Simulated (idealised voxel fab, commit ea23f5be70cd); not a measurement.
Documented hereafter: the process module known as voxel self aligned contacts.
Shown is cross-section cut, with a width of 210 nm and square cells of size 5 nm.
Cross-section layout: square cells on a grid; listed as bands, top to bottom; a band spans one or more cell rows. Each band's line starts with the height of the band's top and of its bottom, in nm. Then come its materials from left to right, each with its width in nm. One material with "all across" fills the band from edge to edge. "blank" is empty space. Height 0 is the level under which the wafer as received is all one material. The lowest band goes on downwards, as in "top 0, no bottom". Think of "30->40" as a width that walks from the first number to the second as you go down the band, top row to bottom row, taking equal-sized steps from row to row. When a step is marked "nothing altered", none of the cells in the cross-section changed during that step. The list in "Encapsulated voids" covers empty spaces of 8 cells or more that cannot reach the top through any open way, and it gives each as width x height at distance; the distance is from the left edge, and width, height and distance are in nm. It should be noted that, on the line of a given step, the content following the step's settings is a remark produced by the simulator itself with respect to that step. When a step includes a mask, the "overlay nm" setting on its line states how far to the right of its planned place that mask lay, and negative values state how far to the left.

The following list gives the planned process steps:
1. op RECEIVE | material Si
2. op OXIDIZE | depth nm 5
3. op DIRECTIONAL_DEP | material polySi | thk nm 30
4. op DIRECTIONAL_DEP | material SiN | thk nm 15
5. op DIRECTIONAL_DEP | material aC | thk nm 10
6. op PATTERN | tone cover | mask id GATE | material resist | width nm 25 | pitch nm 55 | thk nm 25 | overlay nm 0
7. op DIRECTIONAL_ETCH | etch materials aC | depth nm 10
8. op STRIP | etch materials resist
9. op DIRECTIONAL_ETCH | etch materials SiN | depth nm 15
10. op DIRECTIONAL_ETCH | etch materials polySi | depth nm 30
11. op STRIP | etch materials aC
12. op CONFORMAL_DEP | material SiN | thk nm 5
13. op DIRECTIONAL_ETCH | etch materials SiN | depth nm 5
14. op FILL_DEP | material SiO2 | thk nm 15
15. op CMP | height nm 55
16. op PATTERN | tone open | mask id CONTACT | material resist | width nm 40 | pitch nm 55 | thk nm 20 | overlay nm 0
17. op DIRECTIONAL_ETCH | etch materials SiO2 | depth nm 60
18. op STRIP | etch materials resist
19. op CONFORMAL_DEP | material TiN | thk nm 5
20. op FILL_DEP | material Ru | thk nm 10
21. op CMP | height nm 55
22. op CONFORMAL_DEP | material SiN | thk nm 5

Received-state cross-section, reflecting completion of step 1:
	top 0, no bottom  Si all across
	Encapsulated voids: none

Final wafer profile in cross-section after the module, from the same start and plan as above, with one mistake made during processing:
	top 60, bottom 55  SiN all across
	top 55, bottom 35  30 SiO2, 5 SiN, 25 polySi, 5 SiN, 5 TiN, 10 Ru, 5 TiN, 5 SiN, 25 polySi, 5 SiN, 5 TiN, 10 Ru, 5 TiN, 5 SiN, 25 polySi, 5 SiN, 35 SiO2
	top 35, bottom 30  30 SiO2, 5 SiN, 25 polySi, 5 SiN, 20 TiN, 5 SiN, 25 polySi, 5 SiN, 20 TiN, 5 SiN, 25 polySi, 5 SiN, 35 SiO2
	top 30, bottom 0  polySi all across
	top 0, bottom -5  SiO2 all across
	top -5, no bottom  Si all across
	Encapsulated voids: none
Here's what went sideways: it should be noted that step 3 of the plan was executed twice
